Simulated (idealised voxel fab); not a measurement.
Name of the process module below: voxel self aligned contacts
In the cross-section labelled cut, the width is 260 nm and each square cell is 5 nm.
Cross-section, as written here: a square-cell grid given band by band from the top down, where a band holds one or more rows of cells. A band entry consists of two parts. The first gives the height of the band's top and the height of its bottom, in nm. The rest lists the band's materials from left to right, each with its width in nm. A single material labelled with the word "throughout" fills the band from edge to edge, and the word "empty" marks empty space. Zero point of the height axis is 0; under it, received wafer = one material. Lowest band: continues down indefinitely, "0..down". Width: "30->40" (first number = top row, second number = bottom row, same change from row to row of cells). "left unchanged" after a step means that no cell of the cross-section changed. Closed empty spaces (no open way to the top) of 8 cells or more are what "Closed void catalog" lists, each as width x height at distance from the left edge, nm for all three. What comes after the settings on a step's line is commentary from the simulator itself on that step. "overlay nm" answers the question of how far to the right of plan the mask lay on a step that has a mask, and when it is negative the answer is to the left.
List of planned process steps:
1. RECEIVE (material Si)
2. OXIDIZE (depth nm 5)
3. DIRECTIONAL_DEP (material polySi; thk nm 30)
4. DIRECTIONAL_DEP (material SiN; thk nm 15)
5. MASKED_ETCH (tone cover; mask id GATE; width nm 35; pitch nm 70; etch materials SiN; depth nm 15; overlay nm 0)
6. MASKED_ETCH (tone cover; mask id GATE; width nm 35; pitch nm 70; etch materials polySi; depth nm 30; overlay nm 0)
7. CONFORMAL_DEP (material SiN; thk nm 5)
8. DIRECTIONAL_ETCH (etch materials SiN; depth nm 5)
9. FILL_DEP (material SiO2; thk nm 15)
10. CMP (height nm 50)
11. PATTERN (tone open; mask id CONTACT; material resist; width nm 45; pitch nm 70; thk nm 15; overlay nm 0)
12. DIRECTIONAL_ETCH (etch materials SiO2; depth nm 55)
13. STRIP (etch materials resist)
14. CONFORMAL_DEP (material TiN; thk nm 5)
15. FILL_DEP (material Ru; thk nm 10)
16. CMP (height nm 50)
17. CONFORMAL_DEP (material SiCN; thk nm 5)
First wafer of two (run as planned):
As-received state of the wafer in cross-section, equivalent to post-step 1:
- 0..down | Si throughout
- Closed void catalog: none
Step 2 done - wafer cross-section:
- 0..-5 | SiO2 throughout
- Below -5, the layers are the same as they were.
Step 3 done - wafer cross-section:
- 30..0 | polySi throughout
- Below 0, the layers are the same as they were.
Step 4 done - wafer cross-section:
- 45..30 | SiN throughout
- Below 30, the layers are the same as they were.
Step 5 done - wafer cross-section:
- 45..30 | 40 nm empty | 35 nm SiN | 35 nm empty | 35 nm SiN | 35 nm empty | 35 nm SiN | 45 nm empty
- Below 30, the layers are the same as they were.
Step 6 done - wafer cross-section:
- 45..30 | 40 nm empty | 35 nm SiN | 35 nm empty | 35 nm SiN | 35 nm empty | 35 nm SiN | 45 nm empty
- 30..0 | 40 nm empty | 35 nm polySi | 35 nm empty | 35 nm polySi | 35 nm empty | 35 nm polySi | 45 nm empty
- Below 0, the layers are the same as they were.
Step 7 done - wafer cross-section:
- 50..30 | 35 nm empty | 45 nm SiN | 25 nm empty | 45 nm SiN | 25 nm empty | 45 nm SiN | 40 nm empty
- 30..5 | 35 nm empty | 5 nm SiN | 35 nm polySi | 5 nm SiN | 25 nm empty | 5 nm SiN | 35 nm polySi | 5 nm SiN | 25 nm empty | 5 nm SiN | 35 nm polySi | 5 nm SiN | 40 nm empty
- 5..0 | 40 nm SiN | 35 nm polySi | 35 nm SiN | 35 nm polySi | 35 nm SiN | 35 nm polySi | 45 nm SiN
- Below 0, the layers are the same as they were.
Step 8 done - wafer cross-section:
- 45..30 | 35 nm empty | 45 nm SiN | 25 nm empty | 45 nm SiN | 25 nm empty | 45 nm SiN | 40 nm empty
- 30..0 | 35 nm empty | 5 nm SiN | 35 nm polySi | 5 nm SiN | 25 nm empty | 5 nm SiN | 35 nm polySi | 5 nm SiN | 25 nm empty | 5 nm SiN | 35 nm polySi | 5 nm SiN | 40 nm empty
- Below 0, the layers are the same as they were.
Step 9 done - wafer cross-section:
- 60..45 | SiO2 throughout
- 45..30 | 35 nm SiO2 | 45 nm SiN | 25 nm SiO2 | 45 nm SiN | 25 nm SiO2 | 45 nm SiN | 40 nm SiO2
- 30..0 | 35 nm SiO2 | 5 nm SiN | 35 nm polySi | 5 nm SiN | 25 nm SiO2 | 5 nm SiN | 35 nm polySi | 5 nm SiN | 25 nm SiO2 | 5 nm SiN | 35 nm polySi | 5 nm SiN | 40 nm SiO2
- Below 0, the layers are the same as they were.
Step 10 done - wafer cross-section:
- 50..45 | SiO2 throughout
- Below 45, the layers are the same as they were.
Step 11 done - wafer cross-section:
- 65..50 | 70 nm resist | 45 nm empty | 25 nm resist | 45 nm empty | 75 nm resist
- Below 50, the layers are the same as they were.
Step 12 done - wafer cross-section:
- 65..50 | 70 nm resist | 45 nm empty | 25 nm resist | 45 nm empty | 75 nm resist
- 50..45 | 70 nm SiO2 | 45 nm empty | 25 nm SiO2 | 45 nm empty | 75 nm SiO2
- 45..30 | 35 nm SiO2 | 45 nm SiN | 25 nm empty | 45 nm SiN | 25 nm empty | 45 nm SiN | 40 nm SiO2
- 30..0 | 35 nm SiO2 | 5 nm SiN | 35 nm polySi | 5 nm SiN | 25 nm empty | 5 nm SiN | 35 nm polySi | 5 nm SiN | 25 nm empty | 5 nm SiN | 35 nm polySi | 5 nm SiN | 40 nm SiO2
- 0..-5 | 80 nm SiO2 | 25 nm empty | 45 nm SiO2 | 25 nm empty | 85 nm SiO2
- Below -5, the layers are the same as they were.
Step 13 done - wafer cross-section:
- 50..45 | 70 nm SiO2 | 45 nm empty | 25 nm SiO2 | 45 nm empty | 75 nm SiO2
- Below 45, the layers are the same as they were.
Step 14 done - wafer cross-section:
- 55..50 | 75 nm TiN | 35 nm empty | 35 nm TiN | 35 nm empty | 80 nm TiN
- 50..45 | 70 nm SiO2 | 15 nm TiN | 15 nm empty | 15 nm TiN | 25 nm SiO2 | 15 nm TiN | 15 nm empty | 15 nm TiN | 75 nm SiO2
- 45..30 | 35 nm SiO2 | 45 nm SiN | 5 nm TiN | 15 nm empty | 5 nm TiN | 45 nm SiN | 5 nm TiN | 15 nm empty | 5 nm TiN | 45 nm SiN | 40 nm SiO2
- 30..0 | 35 nm SiO2 | 5 nm SiN | 35 nm polySi | 5 nm SiN | 5 nm TiN | 15 nm empty | 5 nm TiN | 5 nm SiN | 35 nm polySi | 5 nm SiN | 5 nm TiN | 15 nm empty | 5 nm TiN | 5 nm SiN | 35 nm polySi | 5 nm SiN | 40 nm SiO2
- 0..-5 | 80 nm SiO2 | 25 nm TiN | 45 nm SiO2 | 25 nm TiN | 85 nm SiO2
- Below -5, the layers are the same as they were.
Step 15 done - wafer cross-section:
- 65..55 | Ru throughout
- 55..50 | 75 nm TiN | 35 nm Ru | 35 nm TiN | 35 nm Ru | 80 nm TiN
- 50..45 | 70 nm SiO2 | 15 nm TiN | 15 nm Ru | 15 nm TiN | 25 nm SiO2 | 15 nm TiN | 15 nm Ru | 15 nm TiN | 75 nm SiO2
- 45..30 | 35 nm SiO2 | 45 nm SiN | 5 nm TiN | 15 nm Ru | 5 nm TiN | 45 nm SiN | 5 nm TiN | 15 nm Ru | 5 nm TiN | 45 nm SiN | 40 nm SiO2
- 30..0 | 35 nm SiO2 | 5 nm SiN | 35 nm polySi | 5 nm SiN | 5 nm TiN | 15 nm Ru | 5 nm TiN | 5 nm SiN | 35 nm polySi | 5 nm SiN | 5 nm TiN | 15 nm Ru | 5 nm TiN | 5 nm SiN | 35 nm polySi | 5 nm SiN | 40 nm SiO2
- Below 0, the layers are the same as they were.
Step 16 done - wafer cross-section:
- 50..45 | 70 nm SiO2 | 15 nm TiN | 15 nm Ru | 15 nm TiN | 25 nm SiO2 | 15 nm TiN | 15 nm Ru | 15 nm TiN | 75 nm SiO2
- Below 45, the layers are the same as they were.
Step 17 done - wafer cross-section:
- 55..50 | SiCN throughout
- Below 50, the layers are the same as they were.
Second wafer: same start and same plan as the first, one execution error; identical to the first through step 1:
What the second wafer looks like in cross-section when step 2 should have wrapped up:
- 30..0 | polySi throughout
- Below 0, the layers are the same as they were.
What the second wafer looks like in cross-section when step 3 should have wrapped up:
- 30..25 | SiO2 throughout
- Below 25, the layers are the same as they were.
What the second wafer looks like in cross-section when step 4 should have wrapped up:
- 45..30 | SiN throughout
- Below 30, the layers are the same as they were.
What the second wafer looks like in cross-section when step 5 should have wrapped up:
- 45..30 | 40 nm empty | 35 nm SiN | 35 nm empty | 35 nm SiN | 35 nm empty | 35 nm SiN | 45 nm empty
- Below 30, the layers are the same as they were.
What the second wafer looks like in cross-section when step 6 should have wrapped up: left unchanged
What the second wafer looks like in cross-section when step 7 should have wrapped up:
- 50..35 | 35 nm empty | 45 nm SiN | 25 nm empty | 45 nm SiN | 25 nm empty | 45 nm SiN | 40 nm empty
- 35..30 | SiN throughout
- Below 30, the layers are the same as they were.
What the second wafer looks like in cross-section when step 8 should have wrapped up:
- 45..30 | 35 nm empty | 45 nm SiN | 25 nm empty | 45 nm SiN | 25 nm empty | 45 nm SiN | 40 nm empty
- Below 30, the layers are the same as they were.
What the second wafer looks like in cross-section when step 9 should have wrapped up:
- 60..45 | SiO2 throughout
- 45..30 | 35 nm SiO2 | 45 nm SiN | 25 nm SiO2 | 45 nm SiN | 25 nm SiO2 | 45 nm SiN | 40 nm SiO2
- Below 30, the layers are the same as they were.
What the second wafer looks like in cross-section when step 10 should have wrapped up:
- 50..45 | SiO2 throughout
- Below 45, the layers are the same as they were.
What the second wafer looks like in cross-section when step 11 should have wrapped up:
- 65..50 | 70 nm resist | 45 nm empty | 25 nm resist | 45 nm empty | 75 nm resist
- Below 50, the layers are the same as they were.
What the second wafer looks like in cross-section when step 12 should have wrapped up:
- 65..50 | 70 nm resist | 45 nm empty | 25 nm resist | 45 nm empty | 75 nm resist
- 50..45 | 70 nm SiO2 | 45 nm empty | 25 nm SiO2 | 45 nm empty | 75 nm SiO2
- 45..30 | 35 nm SiO2 | 45 nm SiN | 25 nm empty | 45 nm SiN | 25 nm empty | 45 nm SiN | 40 nm SiO2
- 30..25 | 80 nm SiO2 | 25 nm empty | 45 nm SiO2 | 25 nm empty | 85 nm SiO2
- Below 25, the layers are the same as they were.
What the second wafer looks like in cross-section when step 13 should have wrapped up:
- 50..45 | 70 nm SiO2 | 45 nm empty | 25 nm SiO2 | 45 nm empty | 75 nm SiO2
- Below 45, the layers are the same as they were.
What the second wafer looks like in cross-section when step 14 should have wrapped up:
- 55..50 | 75 nm TiN | 35 nm empty | 35 nm TiN | 35 nm empty | 80 nm TiN
- 50..45 | 70 nm SiO2 | 15 nm TiN | 15 nm empty | 15 nm TiN | 25 nm SiO2 | 15 nm TiN | 15 nm empty | 15 nm TiN | 75 nm SiO2
- 45..30 | 35 nm SiO2 | 45 nm SiN | 5 nm TiN | 15 nm empty | 5 nm TiN | 45 nm SiN | 5 nm TiN | 15 nm empty | 5 nm TiN | 45 nm SiN | 40 nm SiO2
- 30..25 | 80 nm SiO2 | 25 nm TiN | 45 nm SiO2 | 25 nm TiN | 85 nm SiO2
- Below 25, the layers are the same as they were.
What the second wafer looks like in cross-section when step 15 should have wrapped up:
- 65..55 | Ru throughout
- 55..50 | 75 nm TiN | 35 nm Ru | 35 nm TiN | 35 nm Ru | 80 nm TiN
- 50..45 | 70 nm SiO2 | 15 nm TiN | 15 nm Ru | 15 nm TiN | 25 nm SiO2 | 15 nm TiN | 15 nm Ru | 15 nm TiN | 75 nm SiO2
- 45..30 | 35 nm SiO2 | 45 nm SiN | 5 nm TiN | 15 nm Ru | 5 nm TiN | 45 nm SiN | 5 nm TiN | 15 nm Ru | 5 nm TiN | 45 nm SiN | 40 nm SiO2
- Below 30, the layers are the same as they were.
What the second wafer looks like in cross-section when step 16 should have wrapped up:
- 50..45 | 70 nm SiO2 | 15 nm TiN | 15 nm Ru | 15 nm TiN | 25 nm SiO2 | 15 nm TiN | 15 nm Ru | 15 nm TiN | 75 nm SiO2
- Below 45, the layers are the same as they were.
What the second wafer looks like in cross-section when step 17 should have wrapped up:
- 55..50 | SiCN throughout
- Below 50, the layers are the same as they were.
The mistake made against the process plan was this: the intended sequence of steps 2 and 3 was reversed during processing, with each occupying the position of the other
The closing comparison, in cells, has the second wafer with more or fewer of some materials than the first: Ru: 36 fewer | Si: 52 more | SiN: 36 fewer | SiO2: 90 fewer | TiN: 24 fewer | polySi: 134 more
